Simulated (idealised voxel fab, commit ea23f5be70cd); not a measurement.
Presented below is a process module, voxel fin reveal.
We display cut, a cross-section 230 nm in width whose square cells are each 5 nm.
This document writes a cross-section as a grid whose cells are square, and gives it as bands, listed from the top down; one or more rows of cells form a band.
The entry gives the band's vertical extent as a top height and a bottom height in nm, then its horizontal make-up as materials from left to right, each with a width in nm. "air" stands for empty space; a single material marked "throughout" fills the band edge to edge.
All heights in this document are referenced to 0, defined as the level beneath which the wafer, as received, consists entirely of one material. The lowest band is not bounded below; it extends indefinitely downward and is written in the form "0 nm and below".
The two numbers in a width such as "30 to 40" mark its ends across the band: the first belongs to the top row of cells, the second to the bottom row, and from each row to the next the width moves by the same amount.
No cell of the cross-section changed in a step that is given as "all unchanged".
"Enclosed void entries" specifies each empty space that is not open to the top and that occupies no fewer than 8 cells, using the form width x height at distance, the distance measured from the left edge and all three quantities in nm.
If you see something after the settings on a step's line, that's the simulator's own remark about that step.
overlay nm: mask offset rightward from planned place, masked step; negative means leftward offset.
-- Here's what the planned process steps look like
- 1: RECEIVE [material Si]
- 2: CONFORMAL_DEP [material SiN] [thk nm 5]
- 3: DIRECTIONAL_DEP [material aC] [thk nm 15]
- 4: PATTERN [tone cover] [mask id FINS] [material resist] [width nm 15] [pitch nm 35] [thk nm 35] [overlay nm 0]
- 5: DIRECTIONAL_ETCH [etch materials aC] [depth nm 15]
- 6: STRIP [etch materials resist]
- 7: DIRECTIONAL_ETCH [etch materials SiN] [depth nm 5]
- 8: DIRECTIONAL_ETCH [etch materials Si] [depth nm 30]
- 9: STRIP [etch materials aC]
- 10: FILL_DEP [material SiO2] [thk nm 10]
- 11: CMP [height nm 5]
- 12: SELECTIVE_ETCH [etch materials SiO2] [depth nm 25]
- 13: STRIP [etch materials SiN]
- 14: CONFORMAL_DEP [material HfO2] [thk nm 5]
-- First wafer of two (run as planned)
-- As-received state of the wafer in cross-section, equivalent to post-step 1
	0 nm and below = Si throughout
	Enclosed void entries: none
-- How the wafer stands in section after step 2
	5 nm to 0 nm = SiN throughout
	Unchanged below 0.
-- How the wafer stands in section after step 3
	20 nm to 5 nm = aC throughout
	Unchanged below 5.
-- How the wafer stands in section after step 4
	55 nm to 20 nm = air=70; resist=15; air=20; resist=15; air=20; resist=15; air=75
	Unchanged below 20.
-- How the wafer stands in section after step 5
	40 nm to 20 nm = air=70; resist=15; air=20; resist=15; air=20; resist=15; air=75
	20 nm to 5 nm = air=70; aC=15; air=20; aC=15; air=20; aC=15; air=75
	Unchanged below 5.
-- How the wafer stands in section after step 6
	20 nm to 5 nm = air=70; aC=15; air=20; aC=15; air=20; aC=15; air=75
	Unchanged below 5.
-- How the wafer stands in section after step 7
	20 nm to 5 nm = air=70; aC=15; air=20; aC=15; air=20; aC=15; air=75
	5 nm to 0 nm = air=70; SiN=15; air=20; SiN=15; air=20; SiN=15; air=75
	Unchanged below 0.
-- How the wafer stands in section after step 8
	20 nm to 5 nm = air=70; aC=15; air=20; aC=15; air=20; aC=15; air=75
	5 nm to 0 nm = air=70; SiN=15; air=20; SiN=15; air=20; SiN=15; air=75
	0 nm to -30 nm = air=70; Si=15; air=20; Si=15; air=20; Si=15; air=75
	Unchanged below -30.
-- How the wafer stands in section after step 9
	5 nm to 0 nm = air=70; SiN=15; air=20; SiN=15; air=20; SiN=15; air=75
	Unchanged below 0.
-- How the wafer stands in section after step 10
	15 nm to 5 nm = SiO2 throughout
	5 nm to 0 nm = SiO2=70; SiN=15; SiO2=20; SiN=15; SiO2=20; SiN=15; SiO2=75
	0 nm to -30 nm = SiO2=70; Si=15; SiO2=20; Si=15; SiO2=20; Si=15; SiO2=75
	Unchanged below -30.
-- How the wafer stands in section after step 11
	5 nm to 0 nm = SiO2=70; SiN=15; SiO2=20; SiN=15; SiO2=20; SiN=15; SiO2=75
	Unchanged below 0.
-- How the wafer stands in section after step 12
	5 nm to 0 nm = air=70; SiN=15; air=20; SiN=15; air=20; SiN=15; air=75
	0 nm to -20 nm = air=70; Si=15; air=20; Si=15; air=20; Si=15; air=75
	Unchanged below -20.
-- How the wafer stands in section after step 13
	0 nm to -20 nm = air=70; Si=15; air=20; Si=15; air=20; Si=15; air=75
	Unchanged below -20.
-- How the wafer stands in section after step 14
	5 nm to 0 nm = air=65; HfO2=25; air=10; HfO2=25; air=10; HfO2=25; air=70
	0 nm to -15 nm = air=65; HfO2=5; Si=15; HfO2=5; air=10; HfO2=5; Si=15; HfO2=5; air=10; HfO2=5; Si=15; HfO2=5; air=70
	-15 nm to -20 nm = HfO2=70; Si=15; HfO2=20; Si=15; HfO2=20; Si=15; HfO2=75
	Unchanged below -20.
-- Now the other wafer: same start, same recipe, but we messed up one thing when running it. Up to and including step 11 it's the same as the first one
-- Second wafer profile in section, at the moment step 12 of the plan was meant to be complete
	5 nm to 0 nm = SiO2=70; air=15; SiO2=20; air=15; SiO2=20; air=15; SiO2=75
	Unchanged below 0.
-- Second wafer profile in section, at the moment step 13 of the plan was meant to be complete
	0 nm to -20 nm = air=70; Si=15; air=20; Si=15; air=20; Si=15; air=75
	-20 nm to -25 nm = SiO2=45; air=25; Si=15; air=20; Si=15; air=20; Si=15; air=25; SiO2=50
	Unchanged below -25.
-- Second wafer profile in section, at the moment step 14 of the plan was meant to be complete
	5 nm to 0 nm = air=65; HfO2=25; air=10; HfO2=25; air=10; HfO2=25; air=70
	0 nm to -15 nm = air=65; HfO2=5; Si=15; HfO2=5; air=10; HfO2=5; Si=15; HfO2=5; air=10; HfO2=5; Si=15; HfO2=5; air=70
	-15 nm to -20 nm = HfO2=50; air=15; HfO2=5; Si=15; HfO2=5; air=10; HfO2=5; Si=15; HfO2=5; air=10; HfO2=5; Si=15; HfO2=5; air=15; HfO2=55
	-20 nm to -25 nm = SiO2=45; HfO2=25; Si=15; HfO2=20; Si=15; HfO2=20; Si=15; HfO2=25; SiO2=50
	Unchanged below -25.
In executing the process, a mistake was made relative to the plan: steps 12 and 13 of the plan were each performed in the slot designated for the other
Wrapping up, a cell-based count of both wafers puts the second over or under the first for these materials: HfO2: 8 more, SiO2: 18 fewer
